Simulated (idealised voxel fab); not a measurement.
process module | voxel transistor to metal
cross-section cut | 200 nm wide | cells 5 nm
A cross-section is a grid of square cells, given in bands from the top down. A band is one or more rows of cells.
Each band's line starts with the height of the band's top and of its bottom, in nm. Then come its materials from left to right, each with its width in nm. One material with "throughout" fills the band from edge to edge. "air" is empty space.
Height 0 is the level under which the wafer as received is all one material. The lowest band goes on downwards, as in "0 down".
A width such as "30 to 40" changes by the same amount from each row of cells to the next, from the band's top row to its bottom row.
"no change" after a step means that no cell of the cross-section changed.
closed voids: empty space of 8 cells or more with no open way to the top, each as width x height at its distance from the left edge, in nm
after a step's settings: what the simulator itself notes on the step
overlay nm, on a step with a mask: how far to the right of its planned place the mask lay; to the left if negative
plan
1 op RECEIVE | material Si
2 op CONFORMAL_DEP | material SiO2 | thk nm 5
3 op CONFORMAL_DEP | material SiN | thk nm 15
4 op DIRECTIONAL_DEP | material aC | thk nm 10
5 op PATTERN | tone cover | mask id ACTIVE | material resist | width nm 110 | thk nm 30 | overlay nm 0
6 op DIRECTIONAL_ETCH | etch materials aC | depth nm 10
7 op STRIP | etch materials resist
8 op DIRECTIONAL_ETCH | etch materials SiN | depth nm 15
9 op DIRECTIONAL_ETCH | etch materials SiO2 | depth nm 5
10 op DIRECTIONAL_ETCH | etch materials Si | depth nm 30
11 op STRIP | etch materials aC
12 op OXIDIZE | depth nm 5
13 op FILL_DEP | material SiO2 | thk nm 15
14 op CMP | height nm 20
15 op SELECTIVE_ETCH | etch materials SiO2 | depth nm 10
16 op STRIP | etch materials SiN
17 op SELECTIVE_ETCH | etch materials SiO2 | depth nm 5
18 op OXIDIZE | depth nm 5
19 op DIRECTIONAL_DEP | material polySi | thk nm 25
20 op DIRECTIONAL_DEP | material SiCN | thk nm 10
21 op MASKED_ETCH | tone cover | mask id GATE | width nm 20 | etch materials SiCN | depth nm 20 | overlay nm 0
22 op MASKED_ETCH | tone cover | mask id GATE | width nm 20 | etch materials polySi | depth nm 35 | overlay nm 0
23 op CONFORMAL_DEP | material SiO2 | thk nm 5
24 op DIRECTIONAL_ETCH | etch materials SiO2 | depth nm 5
25 op CONFORMAL_DEP | material SiN | thk nm 5
26 op DIRECTIONAL_ETCH | etch materials SiN | depth nm 5
27 op DIRECTIONAL_ETCH | etch materials SiO2 | depth nm 5
28 op DIRECTIONAL_ETCH | etch materials Si | depth nm 15
29 op EPI | material nSi | thk nm 15
30 op FILL_DEP | material SiO2 | thk nm 10
31 op CMP | height nm 35
32 op DIRECTIONAL_DEP | material SiO2 | thk nm 10
33 op DIRECTIONAL_DEP | material aC | thk nm 15
34 op PATTERN | tone open | mask id CONTACT | material resist | width nm 15 | pitch nm 75 | thk nm 35 | overlay nm 0
35 op DIRECTIONAL_ETCH | etch materials aC | depth nm 15
36 op STRIP | etch materials resist
37 op DIRECTIONAL_ETCH | etch materials SiO2 | depth nm 50
38 op STRIP | etch materials aC
39 op CONFORMAL_DEP | material TiN | thk nm 5
40 op FILL_DEP | material Ru | thk nm 10
41 op CMP | height nm 45
42 op DIRECTIONAL_DEP | material TiN | thk nm 5
43 op DIRECTIONAL_DEP | material Ru | thk nm 15
44 op DIRECTIONAL_DEP | material aC | thk nm 10
45 op PATTERN | tone cover | mask id METAL_1 | material resist | width nm 15 | pitch nm 75 | thk nm 30 | overlay nm 0
46 op DIRECTIONAL_ETCH | etch materials aC | depth nm 10
47 op STRIP | etch materials resist
48 op DIRECTIONAL_ETCH | etch materials Ru | depth nm 15
49 op DIRECTIONAL_ETCH | etch materials TiN | depth nm 5
50 op STRIP | etch materials aC
51 op FILL_DEP | material SiO2 | thk nm 10
52 op CMP | height nm 65
53 op CONFORMAL_DEP | material SiCN | thk nm 5
54 op DIRECTIONAL_DEP | material SiO2 | thk nm 30
55 op DIRECTIONAL_DEP | material aC | thk nm 15
56 op PATTERN | tone open | mask id METAL_2 | material resist | width nm 15 | pitch nm 75 | thk nm 30 | overlay nm 0
57 op DIRECTIONAL_ETCH | etch materials aC | depth nm 15
58 op STRIP | etch materials resist
59 op DIRECTIONAL_ETCH | etch materials SiO2 | depth nm 20
60 op STRIP | etch materials aC
61 op PATTERN | tone open | mask id METAL_2_HOLES | material resist | width nm 15 | pitch nm 75 | thk nm 20 | overlay nm 0
62 op DIRECTIONAL_ETCH | etch materials SiO2 | depth nm 10
63 op DIRECTIONAL_ETCH | etch materials SiCN | depth nm 5
64 op STRIP | etch materials resist
65 op CONFORMAL_DEP | material TiN | thk nm 5
66 op FILL_DEP | material Cu | thk nm 5
67 op CMP | height nm 100
68 op CONFORMAL_DEP | material SiN | thk nm 5
as received, after step 1
  0 down: Si throughout
  closed voids: none
a wafer at the end: this start, this plan, one mistake
  105 to 100: SiN throughout
  100 to 70: SiO2 55 | TiN 5 | Cu 5 | TiN 5 | SiO2 60 | TiN 5 | Cu 5 | TiN 5 | SiO2 55
  70 to 65: SiCN 55 | TiN 15 | SiCN 60 | TiN 15 | SiCN 55
  65 to 50: SiO2 55 | Ru 15 | SiO2 60 | Ru 15 | SiO2 55
  50 to 45: SiO2 55 | TiN 15 | SiO2 60 | TiN 15 | SiO2 55
  45 to 35: SiO2 55 | TiN 5 | Ru 5 | TiN 5 | SiO2 60 | TiN 5 | Ru 5 | TiN 5 | SiO2 55
  35 to 25: SiO2 55 | TiN 5 | Ru 5 | TiN 5 | SiO2 10 | SiN 5 | SiO2 5 | SiCN 20 | SiO2 5 | SiN 5 | SiO2 10 | TiN 5 | Ru 5 | TiN 5 | SiO2 55
  25 to 15: SiO2 55 | TiN 5 | Ru 5 | TiN 5 | SiO2 10 | SiN 5 | SiO2 5 | polySi 20 | SiO2 5 | SiN 5 | SiO2 10 | TiN 5 | Ru 5 | TiN 5 | SiO2 55
  15 to 10: SiO2 55 | TiN 15 | SiO2 10 | SiN 5 | SiO2 5 | polySi 20 | SiO2 5 | SiN 5 | SiO2 10 | TiN 15 | SiO2 55
  10 to 5: SiO2 55 | TiN 10 | nSi 15 | SiN 5 | SiO2 5 | polySi 20 | SiO2 5 | SiN 5 | nSi 15 | TiN 10 | SiO2 55
  5 to 0: SiO2 50 | SiN 5 | TiN 10 | nSi 15 | SiN 5 | SiO2 5 | polySi 20 | SiO2 5 | SiN 5 | nSi 15 | TiN 10 | SiO2 10 | SiN 5 | SiO2 40
  0 to -5: SiO2 55 | TiN 10 | nSi 15 | SiO2 40 | nSi 15 | TiN 10 | SiO2 55
  -5 to -20: SiO2 55 | nSi 25 | Si 40 | nSi 35 | SiO2 45
  -20 to -35: SiO2 55 | Si 100 | SiO2 45
  -35 down: Si throughout
  closed voids: none
what went wrong: step 5 ran as: op PATTERN | tone cover | mask id ACTIVE | material resist | width nm 110 | thk nm 30 | overlay nm 5
